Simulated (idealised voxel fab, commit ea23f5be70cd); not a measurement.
Process module name: voxel lift off
FYI the section here is cut, 225 nm wide, cells are 5 nm squares.
Cross-section spec: square-cell grid; bands listed top down; each band is one or more rows.
Heights first: top, then bottom, in nm. Then materials, left to right, each with a width in nm. "all across" on a single material: fills the band edge to edge. "blank": empty space.
Heights are reckoned from 0. Under this level, the received wafer is all of one material. The bottommost band is open-ended downward, for example "from 0 down".
A two-number width, for instance "30 to 40", indicates that the width is equal to the first number in the top row of the band and to the second number in the bottom row, and that it changes by a constant amount per row of cells.
"nothing was modified" (step): cross-section cells unchanged, all of them.
Listed in "Completely enclosed voids": every empty space of 8 or more cells without an open way to the top. Form: width x height at distance, the distance being from the left edge, all in nm.
Read whatever lies past the settings on a step's line as the simulator's own remark about the step.
overlay nm: where the mask lay relative to plan, measured to the right, on steps with a mask; negatives go left.
Steps planned for the process:
1 RECEIVE, material Si
2 CONFORMAL_DEP, material SiO2, thk nm 10
3 PATTERN, tone open, mask id LINES, material resist, width nm 20, pitch nm 50, thk nm 20, overlay nm -15
4 DIRECTIONAL_DEP, material Ru, thk nm 5
5 STRIP, etch materials resist
6 CONFORMAL_DEP, material SiO2, thk nm 5
The value of overlay nm given for step 3 in the plan refers to the first wafer; the wafers vary in this setting and are alike at the start.
Here's the first of the wafers in cross-section, just as we got it, i.e. after step 1:
	from 0 down  Si all across
	Completely enclosed voids: none
End of module: cross-section of the first of several wafers after step 6, the last step:
	from 20 to 15  blank 55 nm, then SiO2 30 nm, then blank 20 nm, then SiO2 30 nm, then blank 90 nm
	from 15 to 10  SiO2 60 nm, then Ru 20 nm, then SiO2 30 nm, then Ru 20 nm, then SiO2 95 nm
	from 10 to 0  SiO2 all across
	from 0 down  Si all across
	Completely enclosed voids: none
Wafer cross-section (last wafer, module end):
	from 20 to 15  blank 85 nm, then SiO2 30 nm, then blank 20 nm, then SiO2 30 nm, then blank 60 nm
	from 15 to 10  SiO2 90 nm, then Ru 20 nm, then SiO2 30 nm, then Ru 20 nm, then SiO2 65 nm
	from 10 to 0  SiO2 all across
	from 0 down  Si all across
	Completely enclosed voids: none
Wafer rows, end of module: cells per material gained (+) or lost (-) since receipt; closed voids last:
overlay nm -15, +8 Ru, +139 SiO2, Completely enclosed voids: none
overlay nm -10, +8 Ru, +139 SiO2, Completely enclosed voids: none
overlay nm -5, +8 Ru, +139 SiO2, Completely enclosed voids: none
overlay nm 0, +8 Ru, +139 SiO2, Completely enclosed voids: none
overlay nm 5, +8 Ru, +139 SiO2, Completely enclosed voids: none
overlay nm 10, +8 Ru, +139 SiO2, Completely enclosed voids: none
overlay nm 15, +8 Ru, +139 SiO2, Completely enclosed voids: none
